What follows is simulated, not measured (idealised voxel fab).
The process module that follows is named voxel spacer lines.
245 nm wide, 5 nm square cells: that's cross-section cut.
Bands, listed from the top down, are how a cross-section gets written in this document; the cross-section itself is a grid of square cells, and a band is one or more rows of them.
What a band's entry tells you: where the top is and where the bottom is, as heights in nm, and after that what lies inside, material by material from left to right, each with its width in nm. Empty space is written as the word "empty", and a single material marked with the word "full width" occupies the band from edge to edge.
The reference from which all heights are counted is 0, the level beneath which the as-received wafer is entirely one material; the lowest band, having no lower bound, proceeds downward and is written after the example "0 and below".
A width such as "30->40" changes by the same amount from each row of cells to the next, from the band's top row to its bottom row.
When a step is marked "identical to before", none of the cells in the cross-section changed during that step.
"Unvented voids": empty spaces of 8 cells or more with no open way to the top, each given as width x height at distance, distance from the left edge, all in nm.
Heads up: the bit after the settings on a step's line is the simulator's remark on that step.
When a step includes a mask, the "overlay nm" setting on its line states how far to the right of its planned place that mask lay, and negative values state how far to the left.
## Planned step list for the process
step 1: RECEIVE,material Si
step 2: CONFORMAL_DEP,material Al2O3,thk nm 10
step 3: DIRECTIONAL_DEP,material SiN,thk nm 20
step 4: DIRECTIONAL_DEP,material aC,thk nm 20
step 5: PATTERN,tone cover,mask id MANDREL,material resist,width nm 25,pitch nm 70,thk nm 30,overlay nm 0
step 6: DIRECTIONAL_ETCH,etch materials aC,depth nm 20
step 7: STRIP,etch materials resist
step 8: CONFORMAL_DEP,material SiO2,thk nm 10
step 9: DIRECTIONAL_ETCH,etch materials SiO2,depth nm 10
step 10: STRIP,etch materials aC
step 11: DIRECTIONAL_ETCH,etch materials SiN,depth nm 20
step 12: STRIP,etch materials SiO2
## Of two wafers, the first: run according to plan
## Cross-section of the wafer at receipt, which is the condition after step 1
- 0 and below: Si full width
- Unvented voids: none
## Wafer section view after processing step 2
- 10 down to 0: Al2O3 full width
- Below 0, the layers are the same as they were.
## Wafer section view after processing step 3
- 30 down to 10: SiN full width
- Below 10, the layers are the same as they were.
## Wafer section view after processing step 4
- 50 down to 30: aC full width
- Below 30, the layers are the same as they were.
## Wafer section view after processing step 5
- 80 down to 50: 75 of empty, 25 of resist, 45 of empty, 25 of resist, 75 of empty
- Below 50, the layers are the same as they were.
## Wafer section view after processing step 6
- 60 down to 50: 75 of empty, 25 of resist, 45 of empty, 25 of resist, 75 of empty
- 50 down to 30: 75 of empty, 25 of aC, 45 of empty, 25 of aC, 75 of empty
- Below 30, the layers are the same as they were.
## Wafer section view after processing step 7
- 50 down to 30: 75 of empty, 25 of aC, 45 of empty, 25 of aC, 75 of empty
- Below 30, the layers are the same as they were.
## Wafer section view after processing step 8
- 60 down to 50: 65 of empty, 45 of SiO2, 25 of empty, 45 of SiO2, 65 of empty
- 50 down to 40: 65 of empty, 10 of SiO2, 25 of aC, 10 of SiO2, 25 of empty, 10 of SiO2, 25 of aC, 10 of SiO2, 65 of empty
- 40 down to 30: 75 of SiO2, 25 of aC, 45 of SiO2, 25 of aC, 75 of SiO2
- Below 30, the layers are the same as they were.
## Wafer section view after processing step 9
- 50 down to 30: 65 of empty, 10 of SiO2, 25 of aC, 10 of SiO2, 25 of empty, 10 of SiO2, 25 of aC, 10 of SiO2, 65 of empty
- Below 30, the layers are the same as they were.
## Wafer section view after processing step 10
- 50 down to 30: 65 of empty, 10 of SiO2, 25 of empty, 10 of SiO2, 25 of empty, 10 of SiO2, 25 of empty, 10 of SiO2, 65 of empty
- Below 30, the layers are the same as they were.
## Wafer section view after processing step 11
- 50 down to 30: 65 of empty, 10 of SiO2, 25 of empty, 10 of SiO2, 25 of empty, 10 of SiO2, 25 of empty, 10 of SiO2, 65 of empty
- 30 down to 10: 65 of empty, 10 of SiN, 25 of empty, 10 of SiN, 25 of empty, 10 of SiN, 25 of empty, 10 of SiN, 65 of empty
- Below 10, the layers are the same as they were.
## Wafer section view after processing step 12
- 30 down to 10: 65 of empty, 10 of SiN, 25 of empty, 10 of SiN, 25 of empty, 10 of SiN, 25 of empty, 10 of SiN, 65 of empty
- Below 10, the layers are the same as they were.
## Wafer two of two - same starting point, same process plan, one mistake in execution; matches wafer one up to and including step 2
## Second wafer at the planned finish of step 3, seen in cross-section
- 35 down to 10: SiN full width
- Below 10, the layers are the same as they were.
## Second wafer at the planned finish of step 4, seen in cross-section
- 55 down to 35: aC full width
- Below 35, the layers are the same as they were.
## Second wafer at the planned finish of step 5, seen in cross-section
- 85 down to 55: 75 of empty, 25 of resist, 45 of empty, 25 of resist, 75 of empty
- Below 55, the layers are the same as they were.
## Second wafer at the planned finish of step 6, seen in cross-section
- 65 down to 55: 75 of empty, 25 of resist, 45 of empty, 25 of resist, 75 of empty
- 55 down to 35: 75 of empty, 25 of aC, 45 of empty, 25 of aC, 75 of empty
- Below 35, the layers are the same as they were.
## Second wafer at the planned finish of step 7, seen in cross-section
- 55 down to 35: 75 of empty, 25 of aC, 45 of empty, 25 of aC, 75 of empty
- Below 35, the layers are the same as they were.
## Second wafer at the planned finish of step 8, seen in cross-section
- 65 down to 55: 65 of empty, 45 of SiO2, 25 of empty, 45 of SiO2, 65 of empty
- 55 down to 45: 65 of empty, 10 of SiO2, 25 of aC, 10 of SiO2, 25 of empty, 10 of SiO2, 25 of aC, 10 of SiO2, 65 of empty
- 45 down to 35: 75 of SiO2, 25 of aC, 45 of SiO2, 25 of aC, 75 of SiO2
- Below 35, the layers are the same as they were.
## Second wafer at the planned finish of step 9, seen in cross-section
- 55 down to 35: 65 of empty, 10 of SiO2, 25 of aC, 10 of SiO2, 25 of empty, 10 of SiO2, 25 of aC, 10 of SiO2, 65 of empty
- Below 35, the layers are the same as they were.
## Second wafer at the planned finish of step 10, seen in cross-section
- 55 down to 35: 65 of empty, 10 of SiO2, 25 of empty, 10 of SiO2, 25 of empty, 10 of SiO2, 25 of empty, 10 of SiO2, 65 of empty
- Below 35, the layers are the same as they were.
## Second wafer at the planned finish of step 11, seen in cross-section
- 55 down to 35: 65 of empty, 10 of SiO2, 25 of empty, 10 of SiO2, 25 of empty, 10 of SiO2, 25 of empty, 10 of SiO2, 65 of empty
- 35 down to 15: 65 of empty, 10 of SiN, 25 of empty, 10 of SiN, 25 of empty, 10 of SiN, 25 of empty, 10 of SiN, 65 of empty
- Below 15, the layers are the same as they were.
## Second wafer at the planned finish of step 12, seen in cross-section
- 35 down to 15: 65 of empty, 10 of SiN, 25 of empty, 10 of SiN, 25 of empty, 10 of SiN, 25 of empty, 10 of SiN, 65 of empty
- Below 15, the layers are the same as they were.
The mistake made against the process plan was this: not per plan at step 3, really ran DIRECTIONAL_DEP,material SiN,thk nm 25
The closing comparison, in cells, has the second wafer with more or fewer of some materials than the first: SiN +49
